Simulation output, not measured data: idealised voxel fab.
Process module name: voxel wiring stack
We display cut, a cross-section 220 nm in width whose square cells are each 5 nm.
Format of a cross-section: grid, square cells. Given as bands. Order: top down. Band: one or more rows of cells. Top, bottom (nm), then materials left to right with widths (nm); lone material tagged "throughout" fills the whole band edge to edge; "air" = empty space. Heights are measured from 0, the level below which the as-received wafer is all one material; the lowest band has no bottom and continues downward, written as in "0 and below". Width: "30->40" (first number = top row, second number = bottom row, same change from row to row of cells). The cross-section has no changed cell in any step marked "nothing changed". Reported under the label "Entrapped voids" are the empty spaces having no open way to the top and comprising 8 cells or more; the notation for each is width x height at distance, in which the distance is measured from the left edge and all three values are in nm. Formally, on a step line, whatever follows the settings is a remark that the simulator itself makes on the step. Steps that use a mask can have "overlay nm" on their line. It says how far the mask sat to the right of where it was meant to be. Negative means to the left.
[Process steps (planned)]
step 1: RECEIVE,material Si
step 2: CONFORMAL_DEP,material SiO2,thk nm 10
step 3: CONFORMAL_DEP,material SiN,thk nm 5
step 4: DIRECTIONAL_DEP,material lowk,thk nm 20
step 5: MASKED_ETCH,tone open,mask id METAL_1,width nm 30,pitch nm 50,etch materials lowk,depth nm 20,overlay nm 0
step 6: MASKED_ETCH,tone open,mask id METAL_1,width nm 30,pitch nm 50,etch materials SiN,depth nm 5,overlay nm 0
step 7: CONFORMAL_DEP,material TiN,thk nm 5
step 8: FILL_DEP,material Cu,thk nm 10
step 9: CMP,height nm 35
step 10: EPI,material Ru,thk nm 5
step 11: FILL_DEP,material SiCN,thk nm 5
step 12: DIRECTIONAL_DEP,material lowk,thk nm 20
step 13: MASKED_ETCH,tone open,mask id PLUG_1,width nm 15,etch materials lowk,depth nm 20,overlay nm 0
step 14: MASKED_ETCH,tone open,mask id PLUG_1,width nm 15,etch materials SiCN,depth nm 5,overlay nm 0
step 15: EPI,material Ru,thk nm 10
step 16: EPI,material Ru,thk nm 10
step 17: EPI,material Ru,thk nm 5
step 18: CONFORMAL_DEP,material SiN,thk nm 5
step 19: DIRECTIONAL_DEP,material lowk,thk nm 25
step 20: MASKED_ETCH,tone open,mask id METAL_2,width nm 30,pitch nm 50,etch materials lowk,depth nm 25,overlay nm 0
step 21: MASKED_ETCH,tone open,mask id METAL_2,width nm 30,pitch nm 50,etch materials SiN,depth nm 5,overlay nm 0
step 22: CONFORMAL_DEP,material TiN,thk nm 5
step 23: FILL_DEP,material W,thk nm 10
step 24: CMP,height nm 95
step 25: CONFORMAL_DEP,material SiCN,thk nm 5
step 26: DIRECTIONAL_DEP,material SiO2,thk nm 15
step 27: PATTERN,tone open,mask id PLUG_2,material resist,width nm 15,pitch nm 50,thk nm 20,overlay nm 0
step 28: DIRECTIONAL_ETCH,etch materials SiO2,depth nm 15
step 29: DIRECTIONAL_ETCH,etch materials SiCN,depth nm 5
step 30: STRIP,etch materials resist
step 31: EPI,material Ru,thk nm 10
step 32: EPI,material Ru,thk nm 10
step 33: CONFORMAL_DEP,material SiCN,thk nm 5
step 34: DIRECTIONAL_DEP,material SiO2,thk nm 15
step 35: MASKED_ETCH,tone open,mask id METAL_3,width nm 30,pitch nm 50,etch materials SiO2,depth nm 15,overlay nm 0
step 36: MASKED_ETCH,tone open,mask id METAL_3,width nm 30,pitch nm 50,etch materials SiCN,depth nm 5,overlay nm 0
step 37: CONFORMAL_DEP,material TiN,thk nm 5
step 38: FILL_DEP,material W,thk nm 5
step 39: CMP,height nm 135
step 40: EPI,material Ru,thk nm 5
step 41: FILL_DEP,material SiCN,thk nm 5
step 42: DIRECTIONAL_DEP,material SiO2,thk nm 10
step 43: MASKED_ETCH,tone open,mask id PLUG_3,width nm 15,pitch nm 50,etch materials SiO2,depth nm 10,overlay nm 0
step 44: MASKED_ETCH,tone open,mask id PLUG_3,width nm 15,pitch nm 50,etch materials SiCN,depth nm 5,overlay nm 0
step 45: EPI,material Ru,thk nm 10
step 46: EPI,material Ru,thk nm 5
step 47: CONFORMAL_DEP,material SiCN,thk nm 5
step 48: DIRECTIONAL_DEP,material lowk,thk nm 15
step 49: MASKED_ETCH,tone open,mask id METAL_4,width nm 30,pitch nm 50,etch materials lowk,depth nm 15,overlay nm 0
step 50: MASKED_ETCH,tone open,mask id METAL_4,width nm 30,pitch nm 50,etch materials SiCN,depth nm 5,overlay nm 0
step 51: CONFORMAL_DEP,material TiN,thk nm 5
step 52: FILL_DEP,material W,thk nm 10
step 53: CMP,height nm 175
step 54: CONFORMAL_DEP,material SiCN,thk nm 5
For clarity, it should be stated that the wafers under discussion commence in an identical condition and differ with respect to the thk nm of step 18, the plan indicating the value that the first wafer had.
[As-received state after step 1, first of several wafers, cross-section]
* 0 and below | Si throughout
* Entrapped voids: none
[Cross-section after step 54, the final step of the module, for the first of several wafers]
* 180 down to 175 | SiCN throughout
* 175 down to 160 | 70 nm lowk; 5 nm TiN; 20 nm W; 5 nm TiN; 20 nm lowk; 5 nm TiN; 20 nm W; 5 nm TiN; 70 nm lowk
* 160 down to 155 | 70 nm SiCN; 30 nm TiN; 20 nm SiCN; 30 nm TiN; 70 nm SiCN
* 155 down to 145 | 70 nm SiO2; 15 nm Ru; 35 nm SiO2; 15 nm Ru; 85 nm SiO2
* 145 down to 135 | 70->65 nm SiCN; 15->40 nm Ru; 35->10 nm SiCN; 15->40 nm Ru; 85->65 nm SiCN
* 135 down to 120 | 70 nm SiO2; 5 nm TiN; 20 nm W; 5 nm TiN; 20 nm SiO2; 5 nm TiN; 20 nm W; 5 nm TiN; 70 nm SiO2
* 120 down to 115 | 70 nm SiCN; 30 nm TiN; 20 nm SiCN; 30 nm TiN; 70 nm SiCN
* 115 down to 100 | 70 nm SiO2; 15 nm Ru; 35 nm SiO2; 15 nm Ru; 85 nm SiO2
* 100 down to 95 | 70 nm SiCN; 15 nm Ru; 35 nm SiCN; 15 nm Ru; 85 nm SiCN
* 95 down to 70 | 70 nm lowk; 5 nm TiN; 20 nm W; 5 nm TiN; 20 nm lowk; 5 nm TiN; 20 nm W; 5 nm TiN; 70 nm lowk
* 70 down to 65 | 70 nm SiN; 30 nm TiN; 20 nm SiN; 30 nm TiN; 70 nm SiN
* 65 down to 45 | 70 nm lowk; 15 nm Ru; 135 nm lowk
* 45 down to 40 | 70 nm SiCN; 15 nm Ru; 135 nm SiCN
* 40 down to 35 | 65 nm SiCN; 40 nm Ru; 10 nm SiCN; 40 nm Ru; 65 nm SiCN
* 35 down to 15 | 70 nm lowk; 5 nm TiN; 20 nm Cu; 5 nm TiN; 20 nm lowk; 5 nm TiN; 20 nm Cu; 5 nm TiN; 70 nm lowk
* 15 down to 10 | 70 nm SiN; 30 nm TiN; 20 nm SiN; 30 nm TiN; 70 nm SiN
* 10 down to 0 | SiO2 throughout
* 0 and below | Si throughout
* Entrapped voids: none
[Cross-sectional depiction of the last of several wafers upon completion of the module]
* 180 down to 175 | SiCN throughout
* 175 down to 160 | 70 nm lowk; 5 nm TiN; 20 nm W; 5 nm TiN; 20 nm lowk; 5 nm TiN; 20 nm W; 5 nm TiN; 70 nm lowk
* 160 down to 155 | 70 nm SiCN; 30 nm TiN; 20 nm SiCN; 30 nm TiN; 70 nm SiCN
* 155 down to 145 | 70 nm SiO2; 15 nm Ru; 35 nm SiO2; 15 nm Ru; 85 nm SiO2
* 145 down to 135 | 70->65 nm SiCN; 15->40 nm Ru; 35->10 nm SiCN; 15->40 nm Ru; 85->65 nm SiCN
* 135 down to 120 | 70 nm SiO2; 5 nm TiN; 20 nm W; 5 nm TiN; 20 nm SiO2; 5 nm TiN; 20 nm W; 5 nm TiN; 70 nm SiO2
* 120 down to 115 | 70 nm SiCN; 30 nm TiN; 20 nm SiCN; 30 nm TiN; 70 nm SiCN
* 115 down to 100 | 70 nm SiO2; 15 nm Ru; 35 nm SiO2; 15 nm Ru; 85 nm SiO2
* 100 down to 95 | 70 nm SiCN; 15 nm Ru; 35 nm SiCN; 15 nm Ru; 85 nm SiCN
* 95 down to 85 | 70 nm lowk; 5 nm TiN; 20 nm W; 5 nm TiN; 20 nm lowk; 5 nm TiN; 20 nm W; 5 nm TiN; 70 nm lowk
* 85 down to 80 | 70 nm SiN; 30 nm TiN; 20 nm SiN; 30 nm TiN; 70 nm SiN
* 80 down to 65 | SiN throughout
* 65 down to 45 | 70 nm lowk; 15 nm Ru; 135 nm lowk
* 45 down to 40 | 70 nm SiCN; 15 nm Ru; 135 nm SiCN
* 40 down to 35 | 65 nm SiCN; 40 nm Ru; 10 nm SiCN; 40 nm Ru; 65 nm SiCN
* 35 down to 15 | 70 nm lowk; 5 nm TiN; 20 nm Cu; 5 nm TiN; 20 nm lowk; 5 nm TiN; 20 nm Cu; 5 nm TiN; 70 nm lowk
* 15 down to 10 | 70 nm SiN; 30 nm TiN; 20 nm SiN; 30 nm TiN; 70 nm SiN
* 10 down to 0 | SiO2 throughout
* 0 and below | Si throughout
* Entrapped voids: none
[Per wafer (row), end of module: delta in cells per material since receipt, (+) for gained, (-) for lost; closed voids after that]
thk nm 5; +32 Cu; +89 Ru; +281 SiCN; +64 SiN; +374 SiO2; +108 TiN; +88 W; +548 lowk; Entrapped voids: none
thk nm 10; +32 Cu; +89 Ru; +281 SiCN; +108 SiN; +374 SiO2; +104 TiN; +80 W; +516 lowk; Entrapped voids: none
thk nm 15; +32 Cu; +89 Ru; +281 SiCN; +152 SiN; +374 SiO2; +100 TiN; +72 W; +484 lowk; Entrapped voids: none
thk nm 20; +32 Cu; +89 Ru; +281 SiCN; +196 SiN; +374 SiO2; +96 TiN; +64 W; +452 lowk; Entrapped voids: none
